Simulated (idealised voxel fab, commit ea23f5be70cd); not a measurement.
Module name: voxel wiring stack (process module)
Cross-section cut spans 165 nm and uses square cells 5 nm in size.
Cross-section = grid of square cells, listed top down in bands; band = one or more rows.
The band entry comprises the height of the band's top followed by the height of its bottom, expressed in nm, and subsequently the band's materials from left to right, each stated together with its width in nm. Where a single material is marked with the word "everywhere", that material fills the band from edge to edge. The word "air" represents empty space.
Height 0 is the level under which the wafer as received is all one material. The lowest band goes on downwards, as in "0 down".
The notation "30->40" denotes a width that varies across the rows of cells in the band, beginning at the first number in the top row, finishing at the second number in the bottom row, and changing by an identical amount from each row to the next.
Step marked "same as before"? Then no cell in the cross-section changed in it.
The entry "Internal closed voids" lists the empty spaces that cover at least 8 cells and have no open path to the top. Each is written as width x height at distance, where the distance is measured from the left edge and all three values are in nm.
Read whatever lies past the settings on a step's line as the simulator's own remark about the step.
overlay nm: for a step with a mask, the amount by which the mask lay right of where it was planned; a negative amount means left of it.

# Steps planned for the process
1. RECEIVE with material Si
2. CONFORMAL_DEP with material SiO2, thk nm 10
3. DIRECTIONAL_DEP with material TiN, thk nm 5
4. DIRECTIONAL_DEP with material W, thk nm 25
5. DIRECTIONAL_DEP with material aC, thk nm 10
6. PATTERN with tone cover, mask id METAL_1, material resist, width nm 20, pitch nm 35, thk nm 25, overlay nm 0
7. DIRECTIONAL_ETCH with etch materials aC, depth nm 10
8. STRIP with etch materials resist
9. DIRECTIONAL_ETCH with etch materials W, depth nm 25
10. DIRECTIONAL_ETCH with etch materials TiN, depth nm 5
11. STRIP with etch materials aC
12. CONFORMAL_DEP with material SiN, thk nm 5
13. FILL_DEP with material lowk, thk nm 10
14. CMP with height nm 40
15. CONFORMAL_DEP with material SiCN, thk nm 5
16. DIRECTIONAL_DEP with material SiO2, thk nm 15
17. PATTERN with tone open, mask id PLUG_1, material resist, width nm 15, pitch nm 70, thk nm 15, overlay nm 0
18. DIRECTIONAL_ETCH with etch materials SiO2, depth nm 15
19. DIRECTIONAL_ETCH with etch materials SiCN, depth nm 5
20. STRIP with etch materials resist
21. CONFORMAL_DEP with material TiN, thk nm 5
22. FILL_DEP with material Cu, thk nm 5
23. CMP with height nm 60
24. DIRECTIONAL_DEP with material TiN, thk nm 5
25. DIRECTIONAL_DEP with material Ru, thk nm 25
26. PATTERN with tone cover, mask id METAL_2, material resist, width nm 20, pitch nm 35, thk nm 20, overlay nm 0
27. DIRECTIONAL_ETCH with etch materials Ru, depth nm 25
28. DIRECTIONAL_ETCH with etch materials TiN, depth nm 5
29. STRIP with etch materials resist
30. FILL_DEP with material SiO2, thk nm 5
31. CMP with height nm 90
32. CONFORMAL_DEP with material SiN, thk nm 5

# Wafer as received: cross-section following step 1
  0 down  Si everywhere
  Internal closed voids: none

# Same starting wafer, same plan as above, one mistake in the execution; this is the cross-section at the end of the module
  95 to 90  SiN everywhere
  90 to 65  SiO2 20 nm / Ru 20 nm / SiO2 15 nm / Ru 20 nm / SiO2 15 nm / Ru 20 nm / SiO2 15 nm / Ru 20 nm / SiO2 20 nm
  65 to 60  SiO2 20 nm / TiN 20 nm / SiO2 15 nm / TiN 20 nm / SiO2 15 nm / TiN 20 nm / SiO2 15 nm / TiN 20 nm / SiO2 20 nm
  60 to 45  SiO2 20 nm / TiN 5 nm / Cu 10 nm / TiN 5 nm / SiO2 50 nm / TiN 5 nm / Cu 10 nm / TiN 5 nm / SiO2 55 nm
  45 to 40  SiCN 20 nm / TiN 20 nm / SiCN 50 nm / TiN 20 nm / SiCN 55 nm
  40 to 15  lowk 15 nm / SiN 5 nm / W 20 nm / SiN 5 nm / lowk 5 nm / SiN 5 nm / W 20 nm / SiN 5 nm / lowk 5 nm / SiN 5 nm / W 20 nm / SiN 5 nm / lowk 5 nm / SiN 5 nm / W 20 nm / SiN 5 nm / lowk 15 nm
  15 to 10  SiN 20 nm / TiN 20 nm / SiN 15 nm / TiN 20 nm / SiN 15 nm / TiN 20 nm / SiN 15 nm / TiN 20 nm / SiN 20 nm
  10 to 0  SiO2 everywhere
  0 down  Si everywhere
  Internal closed voids: none
What broke from the plan during processing? step 17 ran as: PATTERN with tone open, mask id PLUG_1, material resist, width nm 20, pitch nm 70, thk nm 15, overlay nm 0
